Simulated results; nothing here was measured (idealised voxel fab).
The name of this process module is voxel capacitor over wiring.
Xsec cut, 155 nm wide, square cell size 5 nm.
In what follows, cross-sections appear as grids of square cells, described through bands that run from the top down, where every band is one or more rows of cells. What a band's entry tells you: where the top is and where the bottom is, as heights in nm, and after that what lies inside, material by material from left to right, each with its width in nm. Empty space is written as the word "air", and a single material marked with the word "full width" occupies the band from edge to edge. It should be noted that heights are counted from 0, beneath which the wafer as supplied is of one material throughout, and that the lowest band possesses no lower boundary but continues downward, as written in "0 -> down". Note: "30->40" means the width goes from the first number (top row of the band) to the second number (bottom row) in equal steps per row of cells. The cross-section has no changed cell in any step marked "no change occurred". The entry "closed voids" lists the empty spaces that cover at least 8 cells and have no open path to the top. Each is written as width x height at distance, where the distance is measured from the left edge and all three values are in nm. after a step's settings: what the simulator itself notes on the step. The optional step-line setting "overlay nm" applies to steps with a mask and quantifies how far to the right of its planned location the mask lay, a negative value indicating leftward placement.
### The process steps that were planned are listed below
| 1 | RECEIVE with material Si |
| 2 | CONFORMAL_DEP with material SiO2, thk nm 15 |
| 3 | CONFORMAL_DEP with material SiCN, thk nm 5 |
| 4 | DIRECTIONAL_DEP with material SiO2, thk nm 25 |
| 5 | DIRECTIONAL_DEP with material aC, thk nm 10 |
| 6 | PATTERN with tone open, mask id METAL_1, material resist, width nm 30, pitch nm 95, thk nm 30, overlay nm 0 |
| 7 | DIRECTIONAL_ETCH with etch materials aC, depth nm 10 |
| 8 | STRIP with etch materials resist |
| 9 | DIRECTIONAL_ETCH with etch materials SiO2, depth nm 25 |
| 10 | DIRECTIONAL_ETCH with etch materials SiCN, depth nm 5 |
| 11 | STRIP with etch materials aC |
| 12 | CONFORMAL_DEP with material TiN, thk nm 5 |
| 13 | FILL_DEP with material Cu, thk nm 10 |
| 14 | CMP with height nm 45 |
| 15 | CONFORMAL_DEP with material SiCN, thk nm 5 |
| 16 | DIRECTIONAL_DEP with material SiO2, thk nm 10 |
| 17 | MASKED_ETCH with tone open, mask id PLUG_1, width nm 15, etch materials SiO2, depth nm 10, overlay nm 0 |
| 18 | MASKED_ETCH with tone open, mask id PLUG_1, width nm 15, etch materials SiCN, depth nm 5, overlay nm 0 |
| 19 | CONFORMAL_DEP with material TiN, thk nm 5 |
| 20 | FILL_DEP with material W, thk nm 10 |
| 21 | CMP with height nm 60 |
| 22 | DIRECTIONAL_DEP with material TiN, thk nm 10 |
| 23 | DIRECTIONAL_DEP with material HfO2, thk nm 5 |
| 24 | DIRECTIONAL_DEP with material TiN, thk nm 10 |
| 25 | PATTERN with tone cover, mask id UPPER_PLATE, material resist, width nm 70, thk nm 15, overlay nm 0 |
| 26 | DIRECTIONAL_ETCH with etch materials TiN, depth nm 10 |
| 27 | DIRECTIONAL_ETCH with etch materials HfO2, depth nm 5 |
| 28 | STRIP with etch materials resist |
| 29 | DIRECTIONAL_DEP with material aC, thk nm 10 |
| 30 | PATTERN with tone cover, mask id LOWER_PLATE, material resist, width nm 80, thk nm 25, overlay nm 0 |
| 31 | DIRECTIONAL_ETCH with etch materials aC, depth nm 10 |
| 32 | STRIP with etch materials resist |
| 33 | DIRECTIONAL_ETCH with etch materials TiN, depth nm 10 |
| 34 | STRIP with etch materials aC |
| 35 | FILL_DEP with material SiO2, thk nm 20 |
| 36 | CMP with height nm 100 |
| 37 | MASKED_ETCH with tone open, mask id PLUG_2, width nm 15, etch materials SiO2, depth nm 15, overlay nm 0 |
| 38 | CONFORMAL_DEP with material TiN, thk nm 5 |
| 39 | FILL_DEP with material Ru, thk nm 10 |
| 40 | CMP with height nm 100 |
| 41 | CONFORMAL_DEP with material SiCN, thk nm 5 |
### Shown in cross-section is the wafer as received, that is, as it stands after step 1
0 -> down = Si full width
closed voids: none
### End state of the module in cross-section, given the above starting point and plan and one mistake in execution
105 -> 100 = SiCN full width
100 -> 90 = 35 Ru | 5 TiN | 15 SiO2 | 5 TiN | 95 Ru
90 -> 85 = 40 TiN | 15 SiO2 | 100 TiN
85 -> 75 = 30 SiO2 | 70 TiN | 55 SiO2
75 -> 70 = 30 SiO2 | 70 HfO2 | 55 SiO2
70 -> 60 = 25 SiO2 | 80 TiN | 50 SiO2
60 -> 50 = 30 SiO2 | 5 TiN | 5 W | 5 TiN | 110 SiO2
50 -> 45 = 30 SiCN | 15 TiN | 110 SiCN
45 -> 20 = 15 SiO2 | 5 TiN | 20 Cu | 5 TiN | 65 SiO2 | 5 TiN | 20 Cu | 5 TiN | 15 SiO2
20 -> 15 = 15 SiCN | 30 TiN | 65 SiCN | 30 TiN | 15 SiCN
15 -> 0 = SiO2 full width
0 -> down = Si full width
closed voids: none
Finding, execution versus plan: heads up, step 37 didn't go per plan, it actually ran as MASKED_ETCH with tone cover, mask id PLUG_2, width nm 15, etch materials SiO2, depth nm 15, overlay nm 0
